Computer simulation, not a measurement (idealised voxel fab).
The process module presented herein is designated voxel gate over fins.
Displayed cross-section: cut, width of 165 nm, square cells sized 5 nm.
Bands, listed from the top down, are how a cross-section gets written in this document; the cross-section itself is a grid of square cells, and a band is one or more rows of them. In this notation a band is specified by the heights of its top and bottom, in that order and in nm, after which its materials appear from left to right, each paired with its width in nm. The word "full width" attached to a single material means that material fills the band from edge to edge; the word "empty" stands for empty space. Basically, 0 is our baseline, since under it the wafer straight out of the box is all one material. The bottom band has no lower end and keeps on going down, so it looks like "0 -> down". The width entry "30 to 40" should be interpreted row by row: the top row of cells in the band takes the first number, the bottom row takes the second number, and the change between adjacent rows is uniform throughout. Given "nothing changed" for a step, no cell of the cross-section differs between before and after that step. "Listed closed voids": sealed empty spaces, 8 cells or more, no open way to top, listed width x height at distance, with distance from the left edge and width, height and distance in nm. Step line, after settings: the simulator's comment on this step. The setting "overlay nm" may be written on the line of a step. When the step uses a mask, the value reports how far to the right of the planned place the mask lay, and a negative value reports that it lay to the left.

Steps planned for the process:
| 1 | RECEIVE,material Si |
| 2 | CONFORMAL_DEP,material SiN,thk nm 5 |
| 3 | PATTERN,tone cover,mask id FINS,material resist,width nm 15,pitch nm 45,thk nm 20,overlay nm 0 |
| 4 | DIRECTIONAL_ETCH,etch materials SiN,depth nm 5 |
| 5 | DIRECTIONAL_ETCH,etch materials Si,depth nm 30 |
| 6 | STRIP,etch materials resist |
| 7 | FILL_DEP,material SiO2,thk nm 15 |
| 8 | CMP,height nm 5 |
| 9 | SELECTIVE_ETCH,etch materials SiO2,depth nm 20 |
| 10 | STRIP,etch materials SiN |
| 11 | CONFORMAL_DEP,material HfO2,thk nm 5 |
| 12 | CONFORMAL_DEP,material TiN,thk nm 5 |
| 13 | CONFORMAL_DEP,material TiAl,thk nm 5 |
| 14 | CONFORMAL_DEP,material TiN,thk nm 5 |
| 15 | FILL_DEP,material W,thk nm 10 |
| 16 | CMP,height nm 25 |
| 17 | CONFORMAL_DEP,material SiCN,thk nm 10 |

Wafer, first of two, run as planned:

So this is the incoming wafer in cross-section - it's already been through step 1:
  0 -> down: Si full width
  Listed closed voids: none

Cross-section of the wafer subsequent to step 2:
  5 -> 0: SiN full width
  Below 0 it's all the same as before, nothing changed down there.

Cross-section of the wafer subsequent to step 3:
  25 -> 5: 50 nm empty, 15 nm resist, 30 nm empty, 15 nm resist, 55 nm empty
  Below 5 it's all the same as before, nothing changed down there.

Cross-section of the wafer subsequent to step 4:
  25 -> 5: 50 nm empty, 15 nm resist, 30 nm empty, 15 nm resist, 55 nm empty
  5 -> 0: 50 nm empty, 15 nm SiN, 30 nm empty, 15 nm SiN, 55 nm empty
  Below 0 it's all the same as before, nothing changed down there.

Cross-section of the wafer subsequent to step 5:
  25 -> 5: 50 nm empty, 15 nm resist, 30 nm empty, 15 nm resist, 55 nm empty
  5 -> 0: 50 nm empty, 15 nm SiN, 30 nm empty, 15 nm SiN, 55 nm empty
  0 -> -30: 50 nm empty, 15 nm Si, 30 nm empty, 15 nm Si, 55 nm empty
  Below -30 it's all the same as before, nothing changed down there.

Cross-section of the wafer subsequent to step 6:
  5 -> 0: 50 nm empty, 15 nm SiN, 30 nm empty, 15 nm SiN, 55 nm empty
  Below 0 it's all the same as before, nothing changed down there.

Cross-section of the wafer subsequent to step 7:
  20 -> 5: SiO2 full width
  5 -> 0: 50 nm SiO2, 15 nm SiN, 30 nm SiO2, 15 nm SiN, 55 nm SiO2
  0 -> -30: 50 nm SiO2, 15 nm Si, 30 nm SiO2, 15 nm Si, 55 nm SiO2
  Below -30 it's all the same as before, nothing changed down there.

Cross-section of the wafer subsequent to step 8:
  5 -> 0: 50 nm SiO2, 15 nm SiN, 30 nm SiO2, 15 nm SiN, 55 nm SiO2
  Below 0 it's all the same as before, nothing changed down there.

Cross-section of the wafer subsequent to step 9:
  5 -> 0: 50 nm empty, 15 nm SiN, 30 nm empty, 15 nm SiN, 55 nm empty
  0 -> -15: 50 nm empty, 15 nm Si, 30 nm empty, 15 nm Si, 55 nm empty
  Below -15 it's all the same as before, nothing changed down there.

Cross-section of the wafer subsequent to step 10:
  0 -> -15: 50 nm empty, 15 nm Si, 30 nm empty, 15 nm Si, 55 nm empty
  Below -15 it's all the same as before, nothing changed down there.

Cross-section of the wafer subsequent to step 11:
  5 -> 0: 45 nm empty, 25 nm HfO2, 20 nm empty, 25 nm HfO2, 50 nm empty
  0 -> -10: 45 nm empty, 5 nm HfO2, 15 nm Si, 5 nm HfO2, 20 nm empty, 5 nm HfO2, 15 nm Si, 5 nm HfO2, 50 nm empty
  -10 -> -15: 50 nm HfO2, 15 nm Si, 30 nm HfO2, 15 nm Si, 55 nm HfO2
  Below -15 it's all the same as before, nothing changed down there.

Cross-section of the wafer subsequent to step 12:
  10 -> 5: 40 nm empty, 35 nm TiN, 10 nm empty, 35 nm TiN, 45 nm empty
  5 -> 0: 40 nm empty, 5 nm TiN, 25 nm HfO2, 5 nm TiN, 10 nm empty, 5 nm TiN, 25 nm HfO2, 5 nm TiN, 45 nm empty
  0 -> -5: 40 nm empty, 5 nm TiN, 5 nm HfO2, 15 nm Si, 5 nm HfO2, 5 nm TiN, 10 nm empty, 5 nm TiN, 5 nm HfO2, 15 nm Si, 5 nm HfO2, 5 nm TiN, 45 nm empty
  -5 -> -10: 45 nm TiN, 5 nm HfO2, 15 nm Si, 5 nm HfO2, 20 nm TiN, 5 nm HfO2, 15 nm Si, 5 nm HfO2, 50 nm TiN
  Below -10 it's all the same as before, nothing changed down there.

Cross-section of the wafer subsequent to step 13:
  15 -> 10: 35 nm empty, 90 nm TiAl, 40 nm empty
  10 -> 5: 35 nm empty, 5 nm TiAl, 35 nm TiN, 10 nm TiAl, 35 nm TiN, 5 nm TiAl, 40 nm empty
  5 -> 0: 35 nm empty, 5 nm TiAl, 5 nm TiN, 25 nm HfO2, 5 nm TiN, 10 nm TiAl, 5 nm TiN, 25 nm HfO2, 5 nm TiN, 5 nm TiAl, 40 nm empty
  0 -> -5: 40 nm TiAl, 5 nm TiN, 5 nm HfO2, 15 nm Si, 5 nm HfO2, 5 nm TiN, 10 nm TiAl, 5 nm TiN, 5 nm HfO2, 15 nm Si, 5 nm HfO2, 5 nm TiN, 45 nm TiAl
  Below -5 it's all the same as before, nothing changed down there.

Cross-section of the wafer subsequent to step 14:
  20 -> 15: 30 nm empty, 100 nm TiN, 35 nm empty
  15 -> 10: 30 nm empty, 5 nm TiN, 90 nm TiAl, 5 nm TiN, 35 nm empty
  10 -> 5: 30 nm empty, 5 nm TiN, 5 nm TiAl, 35 nm TiN, 10 nm TiAl, 35 nm TiN, 5 nm TiAl, 5 nm TiN, 35 nm empty
  5 -> 0: 35 nm TiN, 5 nm TiAl, 5 nm TiN, 25 nm HfO2, 5 nm TiN, 10 nm TiAl, 5 nm TiN, 25 nm HfO2, 5 nm TiN, 5 nm TiAl, 40 nm TiN
  Below 0 it's all the same as before, nothing changed down there.

Cross-section of the wafer subsequent to step 15:
  30 -> 20: W full width
  20 -> 15: 30 nm W, 100 nm TiN, 35 nm W
  15 -> 10: 30 nm W, 5 nm TiN, 90 nm TiAl, 5 nm TiN, 35 nm W
  10 -> 5: 30 nm W, 5 nm TiN, 5 nm TiAl, 35 nm TiN, 10 nm TiAl, 35 nm TiN, 5 nm TiAl, 5 nm TiN, 35 nm W
  Below 5 it's all the same as before, nothing changed down there.

Cross-section of the wafer subsequent to step 16:
  25 -> 20: W full width
  Below 20 it's all the same as before, nothing changed down there.

Cross-section of the wafer subsequent to step 17:
  35 -> 25: SiCN full width
  Below 25 it's all the same as before, nothing changed down there.

Okay, second wafer. Nothing different at the start, nothing different in the plan, just one mistake somewhere in the running. As far as step 12, counting that step, it's the first wafer all over again:

What the second wafer looks like in cross-section when step 13 should have wrapped up:
  25 -> 10: 25 nm empty, 110 nm TiAl, 30 nm empty
  10 -> 5: 40 nm TiAl, 35 nm TiN, 10 nm TiAl, 35 nm TiN, 45 nm TiAl
  5 -> 0: 40 nm TiAl, 5 nm TiN, 25 nm HfO2, 5 nm TiN, 10 nm TiAl, 5 nm TiN, 25 nm HfO2, 5 nm TiN, 45 nm TiAl
  0 -> -5: 40 nm TiAl, 5 nm TiN, 5 nm HfO2, 15 nm Si, 5 nm HfO2, 5 nm TiN, 10 nm TiAl, 5 nm TiN, 5 nm HfO2, 15 nm Si, 5 nm HfO2, 5 nm TiN, 45 nm TiAl
  Below -5 it's all the same as before, nothing changed down there.

What the second wafer looks like in cross-section when step 14 should have wrapped up:
  30 -> 25: 20 nm empty, 120 nm TiN, 25 nm empty
  25 -> 15: 20 nm empty, 5 nm TiN, 110 nm TiAl, 5 nm TiN, 25 nm empty
  15 -> 10: 25 nm TiN, 110 nm TiAl, 30 nm TiN
  Below 10 it's all the same as before, nothing changed down there.

What the second wafer looks like in cross-section when step 15 should have wrapped up:
  40 -> 30: W full width
  30 -> 25: 20 nm W, 120 nm TiN, 25 nm W
  25 -> 15: 20 nm W, 5 nm TiN, 110 nm TiAl, 5 nm TiN, 25 nm W
  Below 15 it's all the same as before, nothing changed down there.

What the second wafer looks like in cross-section when step 16 should have wrapped up:
  25 -> 15: 20 nm W, 5 nm TiN, 110 nm TiAl, 5 nm TiN, 25 nm W
  Below 15 it's all the same as before, nothing changed down there.

What the second wafer looks like in cross-section when step 17 should have wrapped up:
  35 -> 25: SiCN full width
  Below 25 it's all the same as before, nothing changed down there.
What was done differently from what was planned? step 13 was processed under conditions differing from the plan, specifically as CONFORMAL_DEP,material TiAl,thk nm 15
The second wafer ends with more or fewer cells of some materials than the first, per final count: TiAl +78, TiN -24, W -54
